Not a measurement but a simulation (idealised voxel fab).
Process module name: voxel self aligned vias
Square cell edge 5 nm, section width 260 nm, ID cut.
In this document a cross-section is written as a grid of square cells. It is given as a series of bands, listed from the top down, and a band is one or more rows of cells.
Top height, bottom height, nm. Materials left to right, width each, nm. Single material + "everywhere" = fills band edge to edge. "air" = empty.
Note: height 0 marks the level under which the wafer is uniformly one material as received. Lowest band unbounded below, written "0 and below".
Quick explanation for "30..40": the width changes in equal steps down the rows of cells, from the first number in the band's top row to the second number in its bottom row.
It should be understood that the words "nothing changed", when stated for a given step, signify that the cross-section underwent no change in any of its cells during that step.
In "Completely enclosed voids" the enclosed voids are listed, meaning empty spaces of 8 cells or larger without any opening to the top. The form is width x height at distance, distance from the left edge, units nm.
Post-settings text on a step line: simulator's own remark regarding the step.
The optional step-line setting "overlay nm" applies to steps with a mask and quantifies how far to the right of its planned location the mask lay, a negative value indicating leftward placement.

# Process steps - plan
1) RECEIVE, material Si
2) CONFORMAL_DEP, material SiO2, thk nm 15
3) CONFORMAL_DEP, material SiCN, thk nm 5
4) DIRECTIONAL_DEP, material lowk, thk nm 20
5) PATTERN, tone open, mask id LINES, material resist, width nm 20, pitch nm 60, thk nm 15, overlay nm 0
6) DIRECTIONAL_ETCH, etch materials lowk, depth nm 20
7) STRIP, etch materials resist
8) CONFORMAL_DEP, material TiN, thk nm 5
9) FILL_DEP, material Ru, thk nm 10
10) CMP, height nm 40
11) SELECTIVE_ETCH, etch materials W Ru TiN, depth nm 10
12) FILL_DEP, material SiN, thk nm 5
13) CMP, height nm 40
14) DIRECTIONAL_DEP, material lowk, thk nm 20
15) MASKED_ETCH, tone open, mask id VIAS, width nm 40, etch materials lowk, depth nm 20, overlay nm 0
16) MASKED_ETCH, tone open, mask id VIAS, width nm 40, etch materials SiN, depth nm 10, overlay nm 0
17) CONFORMAL_DEP, material TiN, thk nm 5
18) FILL_DEP, material Cu, thk nm 10
19) CMP, height nm 60
20) CONFORMAL_DEP, material SiCN, thk nm 5

# Here's what the wafer looked like in cross-section when it arrived - that's after step 1
* 0 and below | Si everywhere
* Completely enclosed voids: none

# Module complete, cross-section. Starting point and plan per above. One mistake made in running the module
* 80 down to 75 | SiCN everywhere
* 75 down to 65 | Cu everywhere
* 65 down to 60 | 85 TiN, 30 Cu, 145 TiN
* 60 down to 45 | 80 lowk, 5 TiN, 30 Cu, 5 TiN, 140 lowk
* 45 down to 40 | 80 lowk, 15 TiN, 10 Cu, 15 TiN, 140 lowk
* 40 down to 35 | 90 lowk, 5 TiN, 10 Cu, 5 TiN, 40 lowk, 20 SiN, 90 lowk
* 35 down to 30 | 90 lowk, 20 TiN, 40 lowk, 20 SiN, 90 lowk
* 30 down to 25 | 90 lowk, 5 TiN, 10 Ru, 5 TiN, 40 lowk, 5 TiN, 10 Ru, 5 TiN, 90 lowk
* 25 down to 20 | 90 lowk, 20 TiN, 40 lowk, 20 TiN, 90 lowk
* 20 down to 15 | SiCN everywhere
* 15 down to 0 | SiO2 everywhere
* 0 and below | Si everywhere
* Completely enclosed voids: none
Plan not followed: step 19 of the plan did not run at all; it was left out
